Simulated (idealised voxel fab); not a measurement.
The document below concerns the process module designated voxel local oxidation.
cross-section cut | 260 nm wide | cells 5 nm
Each cross-section below is a grid of square cells, stated as bands in top-down order, with one or more rows of cells making up each band.
Per band: top height and bottom height in nm, followed by the left-to-right materials and their widths in nm; "edge to edge" marks a single material spanning edge to edge, "empty" marks empty space.
Zero point of the height axis is 0; under it, received wafer = one material. Lowest band: continues down indefinitely, "top 0, no bottom".
The expression "30..40" gives the width at the extremes of the band, the first number at its top row of cells and the second at its bottom row, with the width changing by equal amounts from each row to the next in between.
For the purposes of this document, the phrase "no change occurred" attached to a step denotes that no cell within the cross-section was modified by that step.
"Sealed cavities" enumerates empty spaces isolated from the top, with no open way to it, that contain at least 8 cells, giving each as width x height at distance from the left edge, all three in nm.
Formally, on a step line, whatever follows the settings is a remark that the simulator itself makes on the step.
overlay nm: how far to the right of its planned place the mask lay on this masked step (negative: to the left).

INTENDED PROCESS STEPS
- 1: RECEIVE, material Si
- 2: OXIDIZE, depth nm 5
- 3: CONFORMAL_DEP, material SiN, thk nm 15
- 4: PATTERN, tone cover, mask id ACTIVE, material resist, width nm 100, pitch nm 125, thk nm 20, overlay nm 0
- 5: DIRECTIONAL_ETCH, etch materials SiN, depth nm 15
- 6: STRIP, etch materials resist
- 7: SELECTIVE_ETCH, etch materials SiO2, depth nm 5
- 8: OXIDIZE, depth nm 15
- 9: STRIP, etch materials SiN

HERE'S WHAT THE WAFER LOOKED LIKE IN CROSS-SECTION WHEN IT ARRIVED - THAT'S AFTER STEP 1
top 0, no bottom = Si edge to edge
Sealed cavities: none

END-OF-MODULE XS, FIRST OF TWO WAFERS, RUN AS PLANNED
top 0, bottom -5 = empty=20, then SiO2=90, then empty=35, then SiO2=90, then empty=25
top -5, bottom -20 = SiO2=35, then Si=60, then SiO2=65, then Si=60, then SiO2=40
top -20, no bottom = Si edge to edge
Sealed cavities: none

CROSS-SECTIONAL VIEW: SECOND OF TWO WAFERS, END OF MODULE; START AND PLAN IDENTICAL TO THE FIRST, ONE MISTAKE IN RUNNING
top 0, bottom -5 = SiO2=10, then empty=110, then SiO2=15, then empty=110, then SiO2=15
top -5, bottom -20 = SiO2 edge to edge
top -20, no bottom = Si edge to edge
Sealed cavities: none
Deviation from plan: step 4 did not happen as planned, as run it was PATTERN, tone open, mask id ACTIVE, material resist, width nm 100, pitch nm 125, thk nm 20, overlay nm 0
The final cell counts differ between the wafers, with the second having more or fewer of some materials than the first: Si -72 | SiO2 +44
